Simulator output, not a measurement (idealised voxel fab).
Process module name: voxel air gaps
In the cross-section labelled cut, the width is 245 nm and each square cell is 5 nm.
A cross-section is written here as square cells arranged in a grid, and it is given in bands from the top down, each band taking up one or more rows of cells.
Band entry format. Leading values: height of top, height of bottom, nm. Remainder: materials in left-to-right order, each with its width in nm. Special words: "everywhere" on a single material, which then fills the band edge to edge; "blank", empty space.
Heights from 0 (as-received wafer is one material below). Bottom band endless downward, as "top 0, no bottom".
So if you see something like "30..40" for the width, read it as the top row of the band sitting at the first number and the bottom row at the second, with every row in between moving by the same amount as the last.
Key: "nothing changed" - step with no changed cell in the cross-section.
Voids not open to the top, 8 cells minimum: see "Closed void list". Written width x height at distance; distance is from the left edge; nm.
If you see something after the settings on a step's line, that's the simulator's own remark about that step.
What "overlay nm" on a step's line means: if the step has a mask, that mask lay this far to the right of its planned place, or, when the value is negative, to the left.
List of planned process steps:
step 1: RECEIVE | material Si
step 2: CONFORMAL_DEP | material SiO2 | thk nm 10
step 3: CONFORMAL_DEP | material SiN | thk nm 5
step 4: DIRECTIONAL_DEP | material lowk | thk nm 40
step 5: DIRECTIONAL_DEP | material aC | thk nm 10
step 6: PATTERN | tone open | mask id LINES | material resist | width nm 15 | pitch nm 50 | thk nm 30 | overlay nm 0
step 7: DIRECTIONAL_ETCH | etch materials aC | depth nm 10
step 8: STRIP | etch materials resist
step 9: DIRECTIONAL_ETCH | etch materials lowk | depth nm 40
step 10: STRIP | etch materials aC
step 11: CONFORMAL_DEP | material TiN | thk nm 5
step 12: FILL_DEP | material Ru | thk nm 5
step 13: CMP | height nm 55
step 14: EPI | material Ru | thk nm 10
step 15: SELECTIVE_ETCH | etch materials lowk | depth nm 50
step 16: CONFORMAL_DEP | material SiN | thk nm 5
The plan's step 6 width nm is the first wafer's value; the wafers differ in this setting and start identical.
Step 1 complete: as-received cross-section of the first of several wafers:
* top 0, no bottom  Si everywhere
* Closed void list: none
The rows of the table below are wafers. Looking at the end of the module, a row counts, for every material, the cells the wafer has gained, shown as (+), or lost, shown as (-), since it was received; its closed voids come next:
width nm 15 | +63 Ru | +182 SiN | +98 SiO2 | +51 TiN | Closed void list: none
width nm 20 | +90 Ru | +182 SiN | +98 SiO2 | +54 TiN | Closed void list: 20 x 30 at 90; 20 x 30 at 140
width nm 25 | +117 Ru | +174 SiN | +98 SiO2 | +57 TiN | Closed void list: 15 x 30 at 90; 15 x 30 at 140
width nm 30 | +144 Ru | +126 SiN | +98 SiO2 | +60 TiN | +64 lowk | Closed void list: none
width nm 35 | +167 Ru | +126 SiN | +98 SiO2 | +63 TiN | +48 lowk | Closed void list: none
